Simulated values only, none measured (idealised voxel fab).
A process module follows: voxel ribs on slabs.
In the cross-section labelled cut, the width is 150 nm and each square cell is 5 nm.
Heads up, the way a cross-section reads in here is a grid of square cells, handed over as bands from the top down, with every band being one or more rows of cells.
Within each band entry, the heights of the top and of the bottom of the band appear first, in that order and in nm; the materials of the band then follow from left to right, each with its corresponding width in nm. The designation "everywhere" on a single material indicates that it fills the band from edge to edge; the designation "empty" indicates empty space.
Below 0: as-received wafer, all one material; heights counted from there. Lowest band: no bottom, goes on down, written "z 0 and below".
A width such as "30 to 40" changes by the same amount from each row of cells to the next, from the band's top row to its bottom row.
The cross-section has no changed cell in any step marked "remained the same".
In the "Closed void entries" entry, you get each enclosed empty space of 8 cells or more, one with no open way to the top, written width x height at distance, distance from the left edge, in nm.
Step line, after settings: the simulator's comment on this step.
overlay nm, on a step with a mask: how far to the right of its planned place the mask lay; to the left if negative
From here on the document is pairs. In a pair, the cross-section before one process step comes with the cross-section after it, and the latter goes no deeper than the lowest band that changed. What lies in between, the step and its settings, is written under the pair. A pair may be from a different run of this module on the same starting wafer than the pair above it, so it continues from that pair only where its entry headed "Prior state" says so.

[Prior state]
	z 0 and below | Si everywhere
	Closed void entries: none

[Step Outcome]
	z 20 to 0 | SiO2 everywhere
	Beneath the level 0, the cross-section is identical to its previous state.
	Closed void entries: none
Processing between the before and after sections above: DIRECTIONAL_DEP: material SiO2, thk nm 20

Prior state: after-state, pair directly above.

[Step Outcome]
	z 45 to 20 | polySi everywhere
	Beneath the level 20, the cross-section is identical to its previous state.
	Closed void entries: none
Processing between the before and after sections above: DIRECTIONAL_DEP: material polySi, thk nm 25

Prior state: after-state, pair directly above.

[Step Outcome]
	z 45 to 30 | empty (65) / polySi (20) / empty (65)
	Beneath the level 30, the cross-section is identical to its previous state.
	Closed void entries: none
Processing between the before and after sections above: MASKED_ETCH: tone cover, mask id RIB, width nm 20, etch materials polySi, depth nm 15, overlay nm 0

Prior state: after-state, pair directly above.

[Step Outcome]
	z 60 to 45 | empty (65) / aC (20) / empty (65)
	z 45 to 30 | aC (65) / polySi (20) / aC (65)
	Beneath the level 30, the cross-section is identical to its previous state.
	Closed void entries: none
Processing between the before and after sections above: DIRECTIONAL_DEP: material aC, thk nm 15

Prior state: after-state, pair directly above.

[Step Outcome]
	z 90 to 60 | empty (50) / resist (50) / empty (50)
	z 60 to 45 | empty (50) / resist (15) / aC (20) / resist (15) / empty (50)
	Beneath the level 45, the cross-section is identical to its previous state.
	Closed void entries: none
Processing between the before and after sections above: PATTERN: tone cover, mask id SLAB, material resist, width nm 50, thk nm 30, overlay nm 0

Prior state: after-state, pair directly above.

[Step Outcome]
	z 75 to 60 | empty (50) / resist (50) / empty (50)
	z 60 to 45 | empty (50) / resist (15) / aC (20) / resist (15) / empty (50)
	z 45 to 30 | empty (50) / aC (15) / polySi (20) / aC (15) / empty (50)
	Beneath the level 30, the cross-section is identical to its previous state.
	Closed void entries: none
Processing between the before and after sections above: DIRECTIONAL_ETCH: etch materials aC, depth nm 15

Prior state: after-state, pair directly above.

[Step Outcome]
	z 60 to 45 | empty (65) / aC (20) / empty (65)
	Beneath the level 45, the cross-section is identical to its previous state.
	Closed void entries: none
Processing between the before and after sections above: STRIP: etch materials resist

Prior state: after-state, pair directly above.

[Step Outcome]
	z 60 to 45 | empty (65) / aC (20) / empty (65)
	z 45 to 30 | empty (50) / aC (15) / polySi (20) / aC (15) / empty (50)
	z 30 to 20 | empty (50) / polySi (50) / empty (50)
	Beneath the level 20, the cross-section is identical to its previous state.
	Closed void entries: none
Processing between the before and after sections above: DIRECTIONAL_ETCH: etch materials polySi, depth nm 10

Prior state: after-state, pair directly above.

[Step Outcome]
	z 45 to 30 | empty (65) / polySi (20) / empty (65)
	Beneath the level 30, the cross-section is identical to its previous state.
	Closed void entries: none
Processing between the before and after sections above: STRIP: etch materials aC

Prior state: after-state, pair directly above.

[Step Outcome]
	z 60 to 45 | SiO2 everywhere
	z 45 to 30 | SiO2 (65) / polySi (20) / SiO2 (65)
	z 30 to 20 | SiO2 (50) / polySi (50) / SiO2 (50)
	Beneath the level 20, the cross-section is identical to its previous state.
	Closed void entries: none
Processing between the before and after sections above: FILL_DEP: material SiO2, thk nm 15

Prior state: after-state, pair directly above.

[Step Outcome]
	z 55 to 45 | SiO2 everywhere
	Beneath the level 45, the cross-section is identical to its previous state.
	Closed void entries: none
Processing between the before and after sections above: CMP: height nm 55

Prior state: after-state, pair directly above.

[Step Outcome]
	z 60 to 55 | W everywhere
	Beneath the level 55, the cross-section is identical to its previous state.
	Closed void entries: none
Processing between the before and after sections above: DIRECTIONAL_DEP: material W, thk nm 5

Prior state: after-state, pair directly above.

[Step Outcome]
	z 75 to 60 | aC everywhere
	Beneath the level 60, the cross-section is identical to its previous state.
	Closed void entries: none
Processing between the before and after sections above: DIRECTIONAL_DEP: material aC, thk nm 15

Prior state: after-state, pair directly above.

[Step Outcome]
	z 105 to 75 | empty (60) / resist (30) / empty (60)
	Beneath the level 75, the cross-section is identical to its previous state.
	Closed void entries: none
Processing between the before and after sections above: PATTERN: tone cover, mask id HEATER, material resist, width nm 30, thk nm 30, overlay nm 0

Prior state: after-state, pair directly above.

[Step Outcome]
	z 90 to 75 | empty (60) / resist (30) / empty (60)
	z 75 to 60 | empty (60) / aC (30) / empty (60)
	Beneath the level 60, the cross-section is identical to its previous state.
	Closed void entries: none
Processing between the before and after sections above: DIRECTIONAL_ETCH: etch materials aC, depth nm 15

Prior state: after-state, pair directly above.

[Step Outcome]
	z 75 to 60 | empty (60) / aC (30) / empty (60)
	Beneath the level 60, the cross-section is identical to its previous state.
	Closed void entries: none
Processing between the before and after sections above: STRIP: etch materials resist

Prior state: after-state, pair directly above.

[Step Outcome]
	z 75 to 60 | empty (60) / aC (30) / empty (60)
	z 60 to 55 | empty (60) / W (30) / empty (60)
	Beneath the level 55, the cross-section is identical to its previous state.
	Closed void entries: none
Processing between the before and after sections above: DIRECTIONAL_ETCH: etch materials W, depth nm 5

Prior state: after-state, pair directly above.

[Step Outcome]
	z 60 to 55 | empty (60) / W (30) / empty (60)
	Beneath the level 55, the cross-section is identical to its previous state.
	Closed void entries: none
Processing between the before and after sections above: STRIP: etch materials aC

Prior state: after-state, pair directly above.

[Step Outcome]
	z 70 to 65 | empty (50) / SiO2 (50) / empty (50)
	z 65 to 60 | SiO2 everywhere
	z 60 to 55 | SiO2 (60) / W (30) / SiO2 (60)
	Beneath the level 55, the cross-section is identical to its previous state.
	Closed void entries: none
Processing between the before and after sections above: CONFORMAL_DEP: material SiO2, thk nm 10

[Prior state]
	z 45 to 20 | polySi everywhere
	z 20 to 0 | SiO2 everywhere
	z 0 and below | Si everywhere
	Closed void entries: none

[Step Outcome]
	z 70 to 20 | polySi everywhere
	Beneath the level 20, the cross-section is identical to its previous state.
	Closed void entries: none
Processing between the before and after sections above: DIRECTIONAL_DEP: material polySi, thk nm 25

Prior state: after-state, pair directly above.

[Step Outcome]
	z 70 to 55 | empty (65) / polySi (20) / empty (65)
	Beneath the level 55, the cross-section is identical to its previous state.
	Closed void entries: none
Processing between the before and after sections above: MASKED_ETCH: tone cover, mask id RIB, width nm 20, etch materials polySi, depth nm 15, overlay nm 0

Prior state: after-state, pair directly above.

[Step Outcome]
	z 85 to 70 | empty (65) / aC (20) / empty (65)
	z 70 to 55 | aC (65) / polySi (20) / aC (65)
	Beneath the level 55, the cross-section is identical to its previous state.
	Closed void entries: none
Processing between the before and after sections above: DIRECTIONAL_DEP: material aC, thk nm 15

Prior state: after-state, pair directly above.

[Step Outcome]
	z 115 to 85 | empty (50) / resist (50) / empty (50)
	z 85 to 70 | empty (50) / resist (15) / aC (20) / resist (15) / empty (50)
	Beneath the level 70, the cross-section is identical to its previous state.
	Closed void entries: none
Processing between the before and after sections above: PATTERN: tone cover, mask id SLAB, material resist, width nm 50, thk nm 30, overlay nm 0

Prior state: after-state, pair directly above.

[Step Outcome]
	z 100 to 85 | empty (50) / resist (50) / empty (50)
	z 85 to 70 | empty (50) / resist (15) / aC (20) / resist (15) / empty (50)
	z 70 to 55 | empty (50) / aC (15) / polySi (20) / aC (15) / empty (50)
	Beneath the level 55, the cross-section is identical to its previous state.
	Closed void entries: none
Processing between the before and after sections above: DIRECTIONAL_ETCH: etch materials aC, depth nm 15

Prior state: after-state, pair directly above.

[Step Outcome]
	z 85 to 70 | empty (65) / aC (20) / empty (65)
	Beneath the level 70, the cross-section is identical to its previous state.
	Closed void entries: none
Processing between the before and after sections above: STRIP: etch materials resist

Prior state: after-state, pair directly above.

[Step Outcome]
	z 85 to 70 | empty (65) / aC (20) / empty (65)
	z 70 to 55 | empty (50) / aC (15) / polySi (20) / aC (15) / empty (50)
	z 55 to 45 | empty (50) / polySi (50) / empty (50)
	Beneath the level 45, the cross-section is identical to its previous state.
	Closed void entries: none
Processing between the before and after sections above: DIRECTIONAL_ETCH: etch materials polySi, depth nm 10

Prior state: after-state, pair directly above.

[Step Outcome]
	z 70 to 55 | empty (65) / polySi (20) / empty (65)
	Beneath the level 55, the cross-section is identical to its previous state.
	Closed void entries: none
Processing between the before and after sections above: STRIP: etch materials aC

Prior state: after-state, pair directly above.

[Step Outcome]
	z 85 to 70 | SiO2 everywhere
	z 70 to 55 | SiO2 (65) / polySi (20) / SiO2 (65)
	z 55 to 45 | SiO2 (50) / polySi (50) / SiO2 (50)
	Beneath the level 45, the cross-section is identical to its previous state.
	Closed void entries: none
Processing between the before and after sections above: FILL_DEP: material SiO2, thk nm 15

Prior state: after-state, pair directly above.

[Step Outcome]
	z 55 to 45 | SiO2 (50) / polySi (50) / SiO2 (50)
	Beneath the level 45, the cross-section is identical to its previous state.
	Closed void entries: none
Processing between the before and after sections above: CMP: height nm 55

Prior state: after-state, pair directly above.

[Step Outcome]
	z 60 to 55 | W everywhere
	Beneath the level 55, the cross-section is identical to its previous state.
	Closed void entries: none
Processing between the before and after sections above: DIRECTIONAL_DEP: material W, thk nm 5

Prior state: after-state, pair directly above.

[Step Outcome]
	z 75 to 60 | aC everywhere
	Beneath the level 60, the cross-section is identical to its previous state.
	Closed void entries: none
Processing between the before and after sections above: DIRECTIONAL_DEP: material aC, thk nm 15

Prior state: after-state, pair directly above.

[Step Outcome]
	z 105 to 75 | empty (60) / resist (30) / empty (60)
	Beneath the level 75, the cross-section is identical to its previous state.
	Closed void entries: none
Processing between the before and after sections above: PATTERN: tone cover, mask id HEATER, material resist, width nm 30, thk nm 30, overlay nm 0

Prior state: after-state, pair directly above.

[Step Outcome]
	z 90 to 75 | empty (60) / resist (30) / empty (60)
	z 75 to 60 | empty (60) / aC (30) / empty (60)
	Beneath the level 60, the cross-section is identical to its previous state.
	Closed void entries: none
Processing between the before and after sections above: DIRECTIONAL_ETCH: etch materials aC, depth nm 15

Prior state: after-state, pair directly above.

[Step Outcome]
	z 75 to 60 | empty (60) / aC (30) / empty (60)
	Beneath the level 60, the cross-section is identical to its previous state.
	Closed void entries: none
Processing between the before and after sections above: STRIP: etch materials resist

Prior state: after-state, pair directly above.

[Step Outcome]
	z 75 to 60 | empty (60) / aC (30) / empty (60)
	z 60 to 55 | empty (60) / W (30) / empty (60)
	Beneath the level 55, the cross-section is identical to its previous state.
	Closed void entries: none
Processing between the before and after sections above: DIRECTIONAL_ETCH: etch materials W, depth nm 5

Prior state: after-state, pair directly above.

[Step Outcome]
	z 60 to 55 | empty (60) / W (30) / empty (60)
	Beneath the level 55, the cross-section is identical to its previous state.
	Closed void entries: none
Processing between the before and after sections above: STRIP: etch materials aC

Prior state: after-state, pair directly above.

[Step Outcome]
	z 70 to 65 | empty (50) / SiO2 (50) / empty (50)
	z 65 to 60 | SiO2 everywhere
	z 60 to 55 | SiO2 (60) / W (30) / SiO2 (60)
	Beneath the level 55, the cross-section is identical to its previous state.
	Closed void entries: none
Processing between the before and after sections above: CONFORMAL_DEP: material SiO2, thk nm 10

[Prior state]
	z 0 and below | Si everywhere
	Closed void entries: none

[Step Outcome]
	z 25 to 0 | polySi everywhere
	Beneath the level 0, the cross-section is identical to its previous state.
	Closed void entries: none
Processing between the before and after sections above: DIRECTIONAL_DEP: material polySi, thk nm 25

Prior state: after-state, pair directly above.

[Step Outcome]
	z 45 to 25 | SiO2 everywhere
	Beneath the level 25, the cross-section is identical to its previous state.
	Closed void entries: none
Processing between the before and after sections above: DIRECTIONAL_DEP: material SiO2, thk nm 20

Prior state: after-state, pair directly above.

[Step Outcome]
	z 60 to 45 | aC everywhere
	Beneath the level 45, the cross-section is identical to its previous state.
	Closed void entries: none
Processing between the before and after sections above: DIRECTIONAL_DEP: material aC, thk nm 15

Prior state: after-state, pair directly above.

[Step Outcome]
	z 90 to 60 | empty (50) / resist (50) / empty (50)
	Beneath the level 60, the cross-section is identical to its previous state.
	Closed void entries: none
Processing between the before and after sections above: PATTERN: tone cover, mask id SLAB, material resist, width nm 50, thk nm 30, overlay nm 0

Prior state: after-state, pair directly above.

[Step Outcome]
	z 75 to 60 | empty (50) / resist (50) / empty (50)
	z 60 to 45 | empty (50) / aC (50) / empty (50)
	Beneath the level 45, the cross-section is identical to its previous state.
	Closed void entries: none
Processing between the before and after sections above: DIRECTIONAL_ETCH: etch materials aC, depth nm 15

Prior state: after-state, pair directly above.

[Step Outcome]
	z 60 to 45 | empty (50) / aC (50) / empty (50)
	Beneath the level 45, the cross-section is identical to its previous state.
	Closed void entries: none
Processing between the before and after sections above: STRIP: etch materials resist

Prior state: after-state, pair directly above.

[Step Outcome]
	z 45 to 25 | SiO2 everywhere
	Beneath the level 25, the cross-section is identical to its previous state.
	Closed void entries: none
Processing between the before and after sections above: STRIP: etch materials aC

Prior state: after-state, pair directly above.

[Step Outcome]
	z 60 to 25 | SiO2 everywhere
	Beneath the level 25, the cross-section is identical to its previous state.
	Closed void entries: none
Processing between the before and after sections above: FILL_DEP: material SiO2, thk nm 15

Prior state: after-state, pair directly above.

[Step Outcome]
	z 55 to 25 | SiO2 everywhere
	Beneath the level 25, the cross-section is identical to its previous state.
	Closed void entries: none
Processing between the before and after sections above: CMP: height nm 55

Prior state: after-state, pair directly above.

[Step Outcome]
	z 60 to 55 | W everywhere
	Beneath the level 55, the cross-section is identical to its previous state.
	Closed void entries: none
Processing between the before and after sections above: DIRECTIONAL_DEP: material W, thk nm 5

Prior state: after-state, pair directly above.

[Step Outcome]
	z 75 to 60 | aC everywhere
	Beneath the level 60, the cross-section is identical to its previous state.
	Closed void entries: none
Processing between the before and after sections above: DIRECTIONAL_DEP: material aC, thk nm 15

Prior state: after-state, pair directly above.

[Step Outcome]
	z 105 to 75 | empty (60) / resist (30) / empty (60)
	Beneath the level 75, the cross-section is identical to its previous state.
	Closed void entries: none
Processing between the before and after sections above: PATTERN: tone cover, mask id HEATER, material resist, width nm 30, thk nm 30, overlay nm 0

Prior state: after-state, pair directly above.

[Step Outcome]
	z 90 to 75 | empty (60) / resist (30) / empty (60)
	z 75 to 60 | empty (60) / aC (30) / empty (60)
	Beneath the level 60, the cross-section is identical to its previous state.
	Closed void entries: none
Processing between the before and after sections above: DIRECTIONAL_ETCH: etch materials aC, depth nm 15

Prior state: after-state, pair directly above.

[Step Outcome]
	z 75 to 60 | empty (60) / aC (30) / empty (60)
	Beneath the level 60, the cross-section is identical to its previous state.
	Closed void entries: none
Processing between the before and after sections above: STRIP: etch materials resist

Prior state: after-state, pair directly above.

[Step Outcome]
	z 75 to 60 | empty (60) / aC (30) / empty (60)
	z 60 to 55 | empty (60) / W (30) / empty (60)
	Beneath the level 55, the cross-section is identical to its previous state.
	Closed void entries: none
Processing between the before and after sections above: DIRECTIONAL_ETCH: etch materials W, depth nm 5

Prior state: after-state, pair directly above.

[Step Outcome]
	z 60 to 55 | empty (60) / W (30) / empty (60)
	Beneath the level 55, the cross-section is identical to its previous state.
	Closed void entries: none
Processing between the before and after sections above: STRIP: etch materials aC

Prior state: after-state, pair directly above.

[Step Outcome]
	z 70 to 65 | empty (50) / SiO2 (50) / empty (50)
	z 65 to 60 | SiO2 everywhere
	z 60 to 55 | SiO2 (60) / W (30) / SiO2 (60)
	Beneath the level 55, the cross-section is identical to its previous state.
	Closed void entries: none
Processing between the before and after sections above: CONFORMAL_DEP: material SiO2, thk nm 10

[Prior state]
	z 60 to 55 | empty (60) / W (30) / empty (60)
	z 55 to 45 | SiO2 everywhere
	z 45 to 30 | SiO2 (65) / polySi (20) / SiO2 (65)
	z 30 to 20 | SiO2 (50) / polySi (50) / SiO2 (50)
	z 20 to 0 | SiO2 everywhere
	z 0 and below | Si everywhere
	Closed void entries: none

[Step Outcome]
	z 75 to 70 | empty (45) / SiO2 (60) / empty (45)
	z 70 to 60 | SiO2 everywhere
	z 60 to 55 | SiO2 (60) / W (30) / SiO2 (60)
	Beneath the level 55, the cross-section is identical to its previous state.
	Closed void entries: none
Processing between the before and after sections above: CONFORMAL_DEP: material SiO2, thk nm 15

[Prior state]
	z 45 to 20 | polySi everywhere
	z 20 to 0 | SiO2 everywhere
	z 0 and below | Si everywhere
	Closed void entries: none

[Step Outcome]
	z 45 to 30 | empty (60) / polySi (30) / empty (60)
	Beneath the level 30, the cross-section is identical to its previous state.
	Closed void entries: none
Processing between the before and after sections above: MASKED_ETCH: tone cover, mask id RIB, width nm 30, etch materials polySi, depth nm 15, overlay nm 0

Prior state: after-state, pair directly above.

[Step Outcome]
	z 60 to 45 | empty (60) / aC (30) / empty (60)
	z 45 to 30 | aC (60) / polySi (30) / aC (60)
	Beneath the level 30, the cross-section is identical to its previous state.
	Closed void entries: none
Processing between the before and after sections above: DIRECTIONAL_DEP: material aC, thk nm 15

Prior state: after-state, pair directly above.

[Step Outcome]
	z 90 to 60 | empty (50) / resist (50) / empty (50)
	z 60 to 45 | empty (50) / resist (10) / aC (30) / resist (10) / empty (50)
	Beneath the level 45, the cross-section is identical to its previous state.
	Closed void entries: none
Processing between the before and after sections above: PATTERN: tone cover, mask id SLAB, material resist, width nm 50, thk nm 30, overlay nm 0

Prior state: after-state, pair directly above.

[Step Outcome]
	z 75 to 60 | empty (50) / resist (50) / empty (50)
	z 60 to 45 | empty (50) / resist (10) / aC (30) / resist (10) / empty (50)
	z 45 to 30 | empty (50) / aC (10) / polySi (30) / aC (10) / empty (50)
	Beneath the level 30, the cross-section is identical to its previous state.
	Closed void entries: none
Processing between the before and after sections above: DIRECTIONAL_ETCH: etch materials aC, depth nm 15

Prior state: after-state, pair directly above.

[Step Outcome]
	z 60 to 45 | empty (60) / aC (30) / empty (60)
	Beneath the level 45, the cross-section is identical to its previous state.
	Closed void entries: none
Processing between the before and after sections above: STRIP: etch materials resist

Prior state: after-state, pair directly above.

[Step Outcome]
	z 60 to 45 | empty (60) / aC (30) / empty (60)
	z 45 to 30 | empty (50) / aC (10) / polySi (30) / aC (10) / empty (50)
	z 30 to 20 | empty (50) / polySi (50) / empty (50)
	Beneath the level 20, the cross-section is identical to its previous state.
	Closed void entries: none
Processing between the before and after sections above: DIRECTIONAL_ETCH: etch materials polySi, depth nm 10

Prior state: after-state, pair directly above.

[Step Outcome]
	z 45 to 30 | empty (60) / polySi (30) / empty (60)
	Beneath the level 30, the cross-section is identical to its previous state.
	Closed void entries: none
Processing between the before and after sections above: STRIP: etch materials aC

Prior state: after-state, pair directly above.

[Step Outcome]
	z 60 to 45 | SiO2 everywhere
	z 45 to 30 | SiO2 (60) / polySi (30) / SiO2 (60)
	z 30 to 20 | SiO2 (50) / polySi (50) / SiO2 (50)
	Beneath the level 20, the cross-section is identical to its previous state.
	Closed void entries: none
Processing between the before and after sections above: FILL_DEP: material SiO2, thk nm 15

Prior state: after-state, pair directly above.

[Step Outcome]
	z 55 to 45 | SiO2 everywhere
	Beneath the level 45, the cross-section is identical to its previous state.
	Closed void entries: none
Processing between the before and after sections above: CMP: height nm 55

Prior state: after-state, pair directly above.

[Step Outcome]
	z 60 to 55 | W everywhere
	Beneath the level 55, the cross-section is identical to its previous state.
	Closed void entries: none
Processing between the before and after sections above: DIRECTIONAL_DEP: material W, thk nm 5

Prior state: after-state, pair directly above.

[Step Outcome]
	z 75 to 60 | aC everywhere
	Beneath the level 60, the cross-section is identical to its previous state.
	Closed void entries: none
Processing between the before and after sections above: DIRECTIONAL_DEP: material aC, thk nm 15

Prior state: after-state, pair directly above.

[Step Outcome]
	z 105 to 75 | empty (60) / resist (30) / empty (60)
	Beneath the level 75, the cross-section is identical to its previous state.
	Closed void entries: none
Processing between the before and after sections above: PATTERN: tone cover, mask id HEATER, material resist, width nm 30, thk nm 30, overlay nm 0

Prior state: after-state, pair directly above.

[Step Outcome]
	z 90 to 75 | empty (60) / resist (30) / empty (60)
	z 75 to 60 | empty (60) / aC (30) / empty (60)
	Beneath the level 60, the cross-section is identical to its previous state.
	Closed void entries: none
Processing between the before and after sections above: DIRECTIONAL_ETCH: etch materials aC, depth nm 15

Prior state: after-state, pair directly above.

[Step Outcome]
	z 75 to 60 | empty (60) / aC (30) / empty (60)
	Beneath the level 60, the cross-section is identical to its previous state.
	Closed void entries: none
Processing between the before and after sections above: STRIP: etch materials resist

Prior state: after-state, pair directly above.

[Step Outcome]
	z 75 to 60 | empty (60) / aC (30) / empty (60)
	z 60 to 55 | empty (60) / W (30) / empty (60)
	Beneath the level 55, the cross-section is identical to its previous state.
	Closed void entries: none
Processing between the before and after sections above: DIRECTIONAL_ETCH: etch materials W, depth nm 5

Prior state: after-state, pair directly above.

[Step Outcome]
	z 60 to 55 | empty (60) / W (30) / empty (60)
	Beneath the level 55, the cross-section is identical to its previous state.
	Closed void entries: none
Processing between the before and after sections above: STRIP: etch materials aC

Prior state: after-state, pair directly above.

[Step Outcome]
	z 70 to 65 | empty (50) / SiO2 (50) / empty (50)
	z 65 to 60 | SiO2 everywhere
	z 60 to 55 | SiO2 (60) / W (30) / SiO2 (60)
	Beneath the level 55, the cross-section is identical to its previous state.
	Closed void entries: none
Processing between the before and after sections above: CONFORMAL_DEP: material SiO2, thk nm 10

[Prior state]
	z 75 to 60 | aC everywhere
	z 60 to 55 | W everywhere
	z 55 to 45 | SiO2 everywhere
	z 45 to 30 | SiO2 (65) / polySi (20) / SiO2 (65)
	z 30 to 20 | SiO2 (50) / polySi (50) / SiO2 (50)
	z 20 to 0 | SiO2 everywhere
	z 0 and below | Si everywhere
	Closed void entries: none

[Step Outcome]
	z 105 to 75 | empty (65) / resist (30) / empty (55)
	Beneath the level 75, the cross-section is identical to its previous state.
	Closed void entries: none
Processing between the before and after sections above: PATTERN: tone cover, mask id HEATER, material resist, width nm 30, thk nm 30, overlay nm 5

Prior state: after-state, pair directly above.

[Step Outcome]
	z 90 to 75 | empty (65) / resist (30) / empty (55)
	z 75 to 60 | empty (65) / aC (30) / empty (55)
	Beneath the level 60, the cross-section is identical to its previous state.
	Closed void entries: none
Processing between the before and after sections above: DIRECTIONAL_ETCH: etch materials aC, depth nm 15

Prior state: after-state, pair directly above.

[Step Outcome]
	z 75 to 60 | empty (65) / aC (30) / empty (55)
	Beneath the level 60, the cross-section is identical to its previous state.
	Closed void entries: none
Processing between the before and after sections above: STRIP: etch materials resist

Prior state: after-state, pair directly above.

[Step Outcome]
	z 75 to 60 | empty (65) / aC (30) / empty (55)
	z 60 to 55 | empty (65) / W (30) / empty (55)
	Beneath the level 55, the cross-section is identical to its previous state.
	Closed void entries: none
Processing between the before and after sections above: DIRECTIONAL_ETCH: etch materials W, depth nm 5

Prior state: after-state, pair directly above.

[Step Outcome]
	z 60 to 55 | empty (65) / W (30) / empty (55)
	Beneath the level 55, the cross-section is identical to its previous state.
	Closed void entries: none
Processing between the before and after sections above: STRIP: etch materials aC

Prior state: after-state, pair directly above.

[Step Outcome]
	z 70 to 65 | empty (55) / SiO2 (50) / empty (45)
	z 65 to 60 | SiO2 everywhere
	z 60 to 55 | SiO2 (65) / W (30) / SiO2 (55)
	Beneath the level 55, the cross-section is identical to its previous state.
	Closed void entries: none
Processing between the before and after sections above: CONFORMAL_DEP: material SiO2, thk nm 10

[Prior state]
	z 45 to 30 | empty (65) / polySi (20) / empty (65)
	z 30 to 20 | empty (50) / polySi (50) / empty (50)
	z 20 to 0 | SiO2 everywhere
	z 0 and below | Si everywhere
	Closed void entries: none

[Step Outcome]
	z 60 to 45 | W everywhere
	z 45 to 30 | W (65) / polySi (20) / W (65)
	z 30 to 20 | W (50) / polySi (50) / W (50)
	Beneath the level 20, the cross-section is identical to its previous state.
	Closed void entries: none
Processing between the before and after sections above: FILL_DEP: material W, thk nm 15

Prior state: after-state, pair directly above.

[Step Outcome]
	z 55 to 45 | W everywhere
	Beneath the level 45, the cross-section is identical to its previous state.
	Closed void entries: none
Processing between the before and after sections above: CMP: height nm 55

Prior state: after-state, pair directly above.

[Step Outcome]
	z 60 to 45 | W everywhere
	Beneath the level 45, the cross-section is identical to its previous state.
	Closed void entries: none
Processing between the before and after sections above: DIRECTIONAL_DEP: material W, thk nm 5

Prior state: after-state, pair directly above.

[Step Outcome]
	z 75 to 60 | aC everywhere
	Beneath the level 60, the cross-section is identical to its previous state.
	Closed void entries: none
Processing between the before and after sections above: DIRECTIONAL_DEP: material aC, thk nm 15

Prior state: after-state, pair directly above.

[Step Outcome]
	z 105 to 75 | empty (60) / resist (30) / empty (60)
	Beneath the level 75, the cross-section is identical to its previous state.
	Closed void entries: none
Processing between the before and after sections above: PATTERN: tone cover, mask id HEATER, material resist, width nm 30, thk nm 30, overlay nm 0

Prior state: after-state, pair directly above.

[Step Outcome]
	z 90 to 75 | empty (60) / resist (30) / empty (60)
	z 75 to 60 | empty (60) / aC (30) / empty (60)
	Beneath the level 60, the cross-section is identical to its previous state.
	Closed void entries: none
Processing between the before and after sections above: DIRECTIONAL_ETCH: etch materials aC, depth nm 15

Prior state: after-state, pair directly above.

[Step Outcome]
	z 75 to 60 | empty (60) / aC (30) / empty (60)
	Beneath the level 60, the cross-section is identical to its previous state.
	Closed void entries: none
Processing between the before and after sections above: STRIP: etch materials resist

Prior state: after-state, pair directly above.

[Step Outcome]
	z 75 to 60 | empty (60) / aC (30) / empty (60)
	z 60 to 55 | empty (60) / W (30) / empty (60)
	Beneath the level 55, the cross-section is identical to its previous state.
	Closed void entries: none
Processing between the before and after sections above: DIRECTIONAL_ETCH: etch materials W, depth nm 5

Prior state: after-state, pair directly above.

[Step Outcome]
	z 60 to 55 | empty (60) / W (30) / empty (60)
	Beneath the level 55, the cross-section is identical to its previous state.
	Closed void entries: none
Processing between the before and after sections above: STRIP: etch materials aC

Prior state: after-state, pair directly above.

[Step Outcome]
	z 70 to 65 | empty (50) / SiO2 (50) / empty (50)
	z 65 to 60 | SiO2 everywhere
	z 60 to 55 | SiO2 (60) / W (30) / SiO2 (60)
	Beneath the level 55, the cross-section is identical to its previous state.
	Closed void entries: none
Processing between the before and after sections above: CONFORMAL_DEP: material SiO2, thk nm 10

[Prior state]
	z 75 to 60 | aC everywhere
	z 60 to 55 | W everywhere
	z 55 to 45 | SiO2 everywhere
	z 45 to 30 | SiO2 (65) / polySi (20) / SiO2 (65)
	z 30 to 20 | SiO2 (50) / polySi (50) / SiO2 (50)
	z 20 to 0 | SiO2 everywhere
	z 0 and below | Si everywhere
	Closed void entries: none

[Step Outcome]
	z 105 to 75 | resist (60) / empty (30) / resist (60)
	Beneath the level 75, the cross-section is identical to its previous state.
	Closed void entries: none
Processing between the before and after sections above: PATTERN: tone open, mask id HEATER, material resist, width nm 30, thk nm 30, overlay nm 0

Prior state: after-state, pair directly above.

[Step Outcome]
	z 90 to 75 | resist (60) / empty (30) / resist (60)
	z 75 to 60 | aC (60) / empty (30) / aC (60)
	Beneath the level 60, the cross-section is identical to its previous state.
	Closed void entries: none
Processing between the before and after sections above: DIRECTIONAL_ETCH: etch materials aC, depth nm 15

Prior state: after-state, pair directly above.

[Step Outcome]
	z 75 to 60 | aC (60) / empty (30) / aC (60)
	Beneath the level 60, the cross-section is identical to its previous state.
	Closed void entries: none
Processing between the before and after sections above: STRIP: etch materials resist

Prior state: after-state, pair directly above.

[Step Outcome]
	z 75 to 60 | aC (60) / empty (30) / aC (60)
	z 60 to 55 | W (60) / empty (30) / W (60)
	Beneath the level 55, the cross-section is identical to its previous state.
	Closed void entries: none
Processing between the before and after sections above: DIRECTIONAL_ETCH: etch materials W, depth nm 5

Prior state: after-state, pair directly above.

[Step Outcome]
	z 60 to 55 | W (60) / empty (30) / W (60)
	Beneath the level 55, the cross-section is identical to its previous state.
	Closed void entries: none
Processing between the before and after sections above: STRIP: etch materials aC

Prior state: after-state, pair directly above.

[Step Outcome]
	z 70 to 65 | SiO2 (70) / empty (10) / SiO2 (70)
	z 65 to 60 | SiO2 everywhere
	z 60 to 55 | W (60) / SiO2 (30) / W (60)
	Beneath the level 55, the cross-section is identical to its previous state.
	Closed void entries: none
Processing between the before and after sections above: CONFORMAL_DEP: material SiO2, thk nm 10
